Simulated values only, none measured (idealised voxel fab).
Process module name: voxel capacitor over wiring
Square cell edge 5 nm, section width 225 nm, ID cut.
Heads up, the way a cross-section reads in here is a grid of square cells, handed over as bands from the top down, with every band being one or more rows of cells.
Quick guide to a band line: top height, bottom height (nm) up front; then every material left to right with its width in nm. Only one material and it's marked "edge to edge"? Then it fills the band edge to edge. And "air" just means empty space.
Counting heights begins at 0, where everything beneath is, in the wafer as received, one material. The lowest band has no bottom; it goes on downwards, as "0 nm and below" shows.
A two-number width, for instance "30->40", indicates that the width is equal to the first number in the top row of the band and to the second number in the bottom row, and that it changes by a constant amount per row of cells.
The cross-section has no changed cell in any step marked "changes: none".
Reported under the label "Voids, sealed" are the empty spaces having no open way to the top and comprising 8 cells or more; the notation for each is width x height at distance, in which the distance is measured from the left edge and all three values are in nm.
Post-settings text on a step line: simulator's own remark regarding the step.
What "overlay nm" on a step's line means: if the step has a mask, that mask lay this far to the right of its planned place, or, when the value is negative, to the left.
These are the steps we planned for the process:
1. RECEIVE, material Si
2. CONFORMAL_DEP, material SiO2, thk nm 10
3. DIRECTIONAL_DEP, material TiN, thk nm 5
4. DIRECTIONAL_DEP, material Ru, thk nm 20
5. PATTERN, tone cover, mask id METAL_1, material resist, width nm 25, pitch nm 85, thk nm 15, overlay nm 0
6. DIRECTIONAL_ETCH, etch materials Ru, depth nm 20
7. DIRECTIONAL_ETCH, etch materials TiN, depth nm 5
8. STRIP, etch materials resist
9. CONFORMAL_DEP, material SiN, thk nm 5
10. FILL_DEP, material SiO2, thk nm 5
11. CMP, height nm 35
12. CONFORMAL_DEP, material SiCN, thk nm 5
13. DIRECTIONAL_DEP, material lowk, thk nm 20
14. DIRECTIONAL_DEP, material aC, thk nm 15
15. PATTERN, tone open, mask id PLUG_1, material resist, width nm 15, thk nm 30, overlay nm 0
16. DIRECTIONAL_ETCH, etch materials aC, depth nm 15
17. STRIP, etch materials resist
18. DIRECTIONAL_ETCH, etch materials lowk, depth nm 20
19. DIRECTIONAL_ETCH, etch materials SiCN, depth nm 5
20. STRIP, etch materials aC
21. CONFORMAL_DEP, material TiN, thk nm 5
22. FILL_DEP, material W, thk nm 5
23. CMP, height nm 60
24. DIRECTIONAL_DEP, material TiN, thk nm 10
25. DIRECTIONAL_DEP, material SiN, thk nm 5
26. DIRECTIONAL_DEP, material TiN, thk nm 10
27. MASKED_ETCH, tone cover, mask id UPPER_PLATE, width nm 65, etch materials TiN, depth nm 10, overlay nm 0
28. MASKED_ETCH, tone cover, mask id UPPER_PLATE, width nm 65, etch materials SiN, depth nm 5, overlay nm 0
29. DIRECTIONAL_DEP, material aC, thk nm 15
30. PATTERN, tone cover, mask id LOWER_PLATE, material resist, width nm 75, thk nm 30, overlay nm 0
31. DIRECTIONAL_ETCH, etch materials aC, depth nm 15
32. STRIP, etch materials resist
33. DIRECTIONAL_ETCH, etch materials TiN, depth nm 10
34. STRIP, etch materials aC
35. FILL_DEP, material SiO2, thk nm 15
36. CMP, height nm 95
37. PATTERN, tone open, mask id PLUG_2, material resist, width nm 15, thk nm 15, overlay nm 0
38. DIRECTIONAL_ETCH, etch materials SiO2, depth nm 10
39. STRIP, etch materials resist
40. CONFORMAL_DEP, material TiN, thk nm 5
41. FILL_DEP, material Cu, thk nm 10
42. CMP, height nm 95
43. CONFORMAL_DEP, material SiCN, thk nm 5
As received (post step 1): cross-section:
    0 nm and below | Si edge to edge
    Voids, sealed: none
One mistake in running the module, otherwise start and plan as above: cross-section at the end:
    100 nm to 95 nm | SiCN edge to edge
    95 nm to 90 nm | SiO2 (80), then TiN (5), then Cu (5), then TiN (5), then SiO2 (130)
    90 nm to 85 nm | SiO2 (80), then TiN (15), then SiO2 (130)
    85 nm to 75 nm | SiO2 (65), then TiN (65), then SiO2 (95)
    75 nm to 70 nm | SiO2 (65), then SiN (65), then SiO2 (95)
    70 nm to 60 nm | SiO2 (60), then TiN (75), then SiO2 (90)
    60 nm to 40 nm | lowk (65), then TiN (5), then W (5), then TiN (5), then lowk (145)
    40 nm to 35 nm | SiCN (65), then TiN (15), then SiCN (145)
    35 nm to 15 nm | SiO2 (50), then SiN (5), then Ru (25), then SiN (5), then SiO2 (50), then SiN (5), then Ru (25), then SiN (5), then SiO2 (55)
    15 nm to 10 nm | SiN (55), then TiN (25), then SiN (60), then TiN (25), then SiN (60)
    10 nm to 0 nm | SiO2 edge to edge
    0 nm and below | Si edge to edge
    Voids, sealed: none
Misprocessing identified: planned and actual differ for step 37; actual: PATTERN, tone open, mask id PLUG_2, material resist, width nm 15, thk nm 15, overlay nm 5
